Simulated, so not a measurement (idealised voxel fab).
The name of this process module is voxel transistor to metal.
FYI the section here is cut, 150 nm wide, cells are 5 nm squares.
The cross-sections in this document take the form of a grid made of square cells. They are written out as bands, in order from top to bottom. Each band consists of one or more rows of cells.
The entry gives the band's vertical extent as a top height and a bottom height in nm, then its horizontal make-up as materials from left to right, each with a width in nm. "empty" stands for empty space; a single material marked "all across" fills the band edge to edge.
Basically, 0 is our baseline, since under it the wafer straight out of the box is all one material. The bottom band has no lower end and keeps on going down, so it looks like "top 0, no bottom".
Read "30 to 40" as a graded width: first number on top, second number at the bottom, same change between each pair of neighbouring rows.
The cross-section has no changed cell in any step marked "remained the same".
"Unvented internal voids" contains a list of empty spaces, each no smaller than 8 cells and without an open way to the top, written in the form width x height at distance with the distance from the left edge and all three in nm.
Note: text after step settings on the step line = simulator remark on that step.
What "overlay nm" on a step's line means: if the step has a mask, that mask lay this far to the right of its planned place, or, when the value is negative, to the left.
Below is the list of planned process steps:
step 1: RECEIVE (material Si)
step 2: CONFORMAL_DEP (material SiO2; thk nm 5)
step 3: CONFORMAL_DEP (material SiN; thk nm 10)
step 4: PATTERN (tone cover; mask id ACTIVE; material resist; width nm 95; thk nm 15; overlay nm 0)
step 5: DIRECTIONAL_ETCH (etch materials SiN; depth nm 10)
step 6: DIRECTIONAL_ETCH (etch materials SiO2; depth nm 5)
step 7: DIRECTIONAL_ETCH (etch materials Si; depth nm 25)
step 8: STRIP (etch materials resist)
step 9: OXIDIZE (depth nm 5)
step 10: FILL_DEP (material SiO2; thk nm 10)
step 11: CMP (height nm 15)
step 12: SELECTIVE_ETCH (etch materials SiO2; depth nm 5)
step 13: STRIP (etch materials SiN)
step 14: SELECTIVE_ETCH (etch materials SiO2; depth nm 5)
step 15: OXIDIZE (depth nm 5)
step 16: DIRECTIONAL_DEP (material polySi; thk nm 30)
step 17: DIRECTIONAL_DEP (material SiCN; thk nm 10)
step 18: MASKED_ETCH (tone cover; mask id GATE; width nm 15; etch materials SiCN; depth nm 20; overlay nm 0)
step 19: MASKED_ETCH (tone cover; mask id GATE; width nm 15; etch materials polySi; depth nm 40; overlay nm 0)
step 20: CONFORMAL_DEP (material SiN; thk nm 10)
step 21: DIRECTIONAL_ETCH (etch materials SiN; depth nm 10)
step 22: DIRECTIONAL_ETCH (etch materials SiO2; depth nm 5)
step 23: DIRECTIONAL_ETCH (etch materials Si; depth nm 10)
step 24: EPI (material pSi; thk nm 10)
step 25: FILL_DEP (material SiO2; thk nm 5)
step 26: CMP (height nm 40)
step 27: DIRECTIONAL_DEP (material SiO2; thk nm 15)
step 28: MASKED_ETCH (tone open; mask id CONTACT; width nm 20; pitch nm 65; etch materials SiO2; depth nm 60; overlay nm -15)
step 29: CONFORMAL_DEP (material TiN; thk nm 5)
step 30: FILL_DEP (material Ru; thk nm 5)
step 31: CMP (height nm 55)
step 32: CONFORMAL_DEP (material SiCN; thk nm 5)
step 33: DIRECTIONAL_DEP (material SiO2; thk nm 20)
step 34: PATTERN (tone open; mask id METAL_1; material resist; width nm 20; pitch nm 65; thk nm 15; overlay nm 0)
step 35: DIRECTIONAL_ETCH (etch materials SiO2; depth nm 20)
step 36: DIRECTIONAL_ETCH (etch materials SiCN; depth nm 5)
step 37: STRIP (etch materials resist)
step 38: CONFORMAL_DEP (material TiN; thk nm 5)
step 39: FILL_DEP (material Cu; thk nm 5)
step 40: CMP (height nm 80)
step 41: CONFORMAL_DEP (material SiN; thk nm 5)
Wafer-to-wafer difference: overlay nm, step 28. Common start. Plan = first wafer's value.
This is how the first of several wafers looked in cross-section when it arrived, which is after step 1:
> top 0, no bottom | Si all across
> Unvented internal voids: none
After the module's final step, step 41: the first of several wafers in cross-section:
> top 85, bottom 80 | SiN all across
> top 80, bottom 60 | SiO2 30 | TiN 5 | Cu 10 | TiN 5 | SiO2 45 | TiN 5 | Cu 10 | TiN 5 | SiO2 35
> top 60, bottom 55 | SiCN 30 | TiN 20 | SiCN 45 | TiN 20 | SiCN 35
> top 55, bottom 45 | SiO2 15 | TiN 5 | Ru 10 | TiN 5 | SiO2 45 | TiN 5 | Ru 10 | TiN 5 | SiO2 50
> top 45, bottom 40 | SiO2 15 | TiN 5 | Ru 10 | TiN 5 | SiO2 45 | TiN 20 | SiO2 50
> top 40, bottom 30 | SiO2 15 | TiN 5 | Ru 10 | TiN 5 | SiO2 20 | SiN 10 | SiCN 15 | SiN 10 | TiN 10 | SiO2 50
> top 30, bottom 10 | SiO2 15 | TiN 5 | Ru 10 | TiN 5 | SiO2 20 | SiN 10 | polySi 15 | SiN 10 | TiN 10 | SiO2 50
> top 10, bottom 5 | SiO2 15 | TiN 20 | SiO2 20 | SiN 10 | polySi 15 | SiN 10 | TiN 10 | SiO2 50
> top 5, bottom 0 | SiO2 15 | TiN 5 | SiN 10 | TiN 5 | SiO2 10 | pSi 10 | SiN 10 | polySi 15 | SiN 10 | pSi 10 | SiO2 15 | SiN 10 | SiO2 25
> top 0, bottom -5 | SiO2 15 | TiN 5 | SiO2 10 | TiN 5 | SiO2 10 | pSi 10 | SiO2 35 | pSi 10 | SiO2 50
> top -5, bottom -15 | SiO2 30 | pSi 25 | Si 35 | pSi 25 | SiO2 35
> top -15, bottom -30 | SiO2 30 | Si 85 | SiO2 35
> top -30, no bottom | Si all across
> Unvented internal voids: none
End of module: cross-section, last of several wafers:
> top 85, bottom 80 | SiN all across
> top 80, bottom 60 | SiO2 30 | TiN 5 | Cu 10 | TiN 5 | SiO2 45 | TiN 5 | Cu 10 | TiN 5 | SiO2 35
> top 60, bottom 55 | SiCN 30 | TiN 20 | SiCN 45 | TiN 20 | SiCN 35
> top 55, bottom 45 | SiO2 45 | TiN 5 | Ru 10 | TiN 5 | SiO2 45 | TiN 5 | Ru 10 | TiN 5 | SiO2 20
> top 45, bottom 40 | SiO2 45 | TiN 20 | SiO2 45 | TiN 5 | Ru 10 | TiN 5 | SiO2 20
> top 40, bottom 30 | SiO2 45 | TiN 10 | SiN 10 | SiCN 15 | SiN 10 | SiO2 20 | TiN 5 | Ru 10 | TiN 5 | SiO2 20
> top 30, bottom 10 | SiO2 45 | TiN 10 | SiN 10 | polySi 15 | SiN 10 | SiO2 20 | TiN 5 | Ru 10 | TiN 5 | SiO2 20
> top 10, bottom 5 | SiO2 45 | TiN 10 | SiN 10 | polySi 15 | SiN 10 | SiO2 20 | TiN 20 | SiO2 20
> top 5, bottom 0 | SiO2 20 | SiN 10 | SiO2 15 | pSi 10 | SiN 10 | polySi 15 | SiN 10 | pSi 10 | SiO2 10 | TiN 5 | SiN 10 | TiN 5 | SiO2 20
> top 0, bottom -5 | SiO2 45 | pSi 10 | SiO2 35 | pSi 10 | SiO2 10 | TiN 5 | SiO2 10 | TiN 5 | SiO2 20
> top -5, bottom -15 | SiO2 30 | pSi 25 | Si 35 | pSi 25 | SiO2 35
> top -15, bottom -30 | SiO2 30 | Si 85 | SiO2 35
> top -30, no bottom | Si all across
> Unvented internal voids: none
Where each wafer stands at the end of the module, a row apiece: cells of each material gained (+) or lost (-) since it was received, then closed voids:
overlay nm -15, +16 Cu, +22 Ru, -115 Si, +28 SiCN, +66 SiN, +375 SiO2, +72 TiN, +28 pSi, +18 polySi, Unvented internal voids: none
overlay nm -10, +16 Cu, +29 Ru, -115 Si, +28 SiCN, +66 SiN, +366 SiO2, +74 TiN, +28 pSi, +18 polySi, Unvented internal voids: none
overlay nm -5, +16 Cu, +38 Ru, -115 Si, +28 SiCN, +66 SiN, +355 SiO2, +76 TiN, +28 pSi, +18 polySi, Unvented internal voids: none
overlay nm 0, +16 Cu, +40 Ru, -115 Si, +28 SiCN, +66 SiN, +353 SiO2, +76 TiN, +28 pSi, +18 polySi, Unvented internal voids: none
overlay nm 5, +16 Cu, +38 Ru, -115 Si, +28 SiCN, +66 SiN, +355 SiO2, +76 TiN, +28 pSi, +18 polySi, Unvented internal voids: none
overlay nm 10, +16 Cu, +29 Ru, -115 Si, +28 SiCN, +66 SiN, +366 SiO2, +74 TiN, +28 pSi, +18 polySi, Unvented internal voids: none
overlay nm 15, +16 Cu, +22 Ru, -115 Si, +28 SiCN, +66 SiN, +375 SiO2, +72 TiN, +28 pSi, +18 polySi, Unvented internal voids: none
